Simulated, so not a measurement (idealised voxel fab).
process module | voxel double patterning
cross-section cut | 255 nm wide | cells 5 nm
A cross-section is a grid of square cells, given in bands from the top down. A band is one or more rows of cells.
Each band's line starts with the height of the band's top and of its bottom, in nm. Then come its materials from left to right, each with its width in nm. One material with "throughout" fills the band from edge to edge. "air" is empty space.
Height 0 is the level under which the wafer as received is all one material. The lowest band goes on downwards, as in "0 down".
A width such as "30 to 40" changes by the same amount from each row of cells to the next, from the band's top row to its bottom row.
"no change" after a step means that no cell of the cross-section changed.
closed voids: empty space of 8 cells or more with no open way to the top, each as width x height at its distance from the left edge, in nm
after a step's settings: what the simulator itself notes on the step
overlay nm, on a step with a mask: how far to the right of its planned place the mask lay; to the left if negative
plan
1 op RECEIVE | material Si
2 op CONFORMAL_DEP | material SiN | thk nm 5
3 op DIRECTIONAL_DEP | material SiO2 | thk nm 10
4 op DIRECTIONAL_DEP | material SiCN | thk nm 10
5 op MASKED_ETCH | tone open | mask id FIRST | width nm 15 | pitch nm 50 | etch materials SiCN | depth nm 10 | overlay nm 0
6 op DIRECTIONAL_DEP | material aC | thk nm 10
7 op PATTERN | tone open | mask id SECOND | material resist | width nm 15 | pitch nm 50 | thk nm 25 | overlay nm 0
8 op DIRECTIONAL_ETCH | etch materials aC | depth nm 10
9 op STRIP | etch materials resist
10 op DIRECTIONAL_ETCH | etch materials SiCN | depth nm 10
11 op STRIP | etch materials aC
12 op DIRECTIONAL_ETCH | etch materials SiO2 | depth nm 10
13 op STRIP | etch materials SiCN
as received, after step 1
  0 down: Si throughout
  closed voids: none
first wafer at the end, as planned
  15 to 5: SiO2 70 | air 15 | SiO2 10 | air 15 | SiO2 10 | air 15 | SiO2 10 | air 15 | SiO2 10 | air 15 | SiO2 70
  5 to 0: SiN throughout
  0 down: Si throughout
  closed voids: none
second wafer at the end: like start, like plan, one mistake
  25 to 15: SiO2 70 | air 15 | SiO2 10 | air 15 | SiO2 10 | air 15 | SiO2 10 | air 15 | SiO2 10 | air 15 | SiO2 70
  15 to 0: SiN throughout
  0 down: Si throughout
  closed voids: none
what went wrong: step 2 ran as: op CONFORMAL_DEP | material SiN | thk nm 15
at the end the second wafer has, in cells: 102 more of SiN
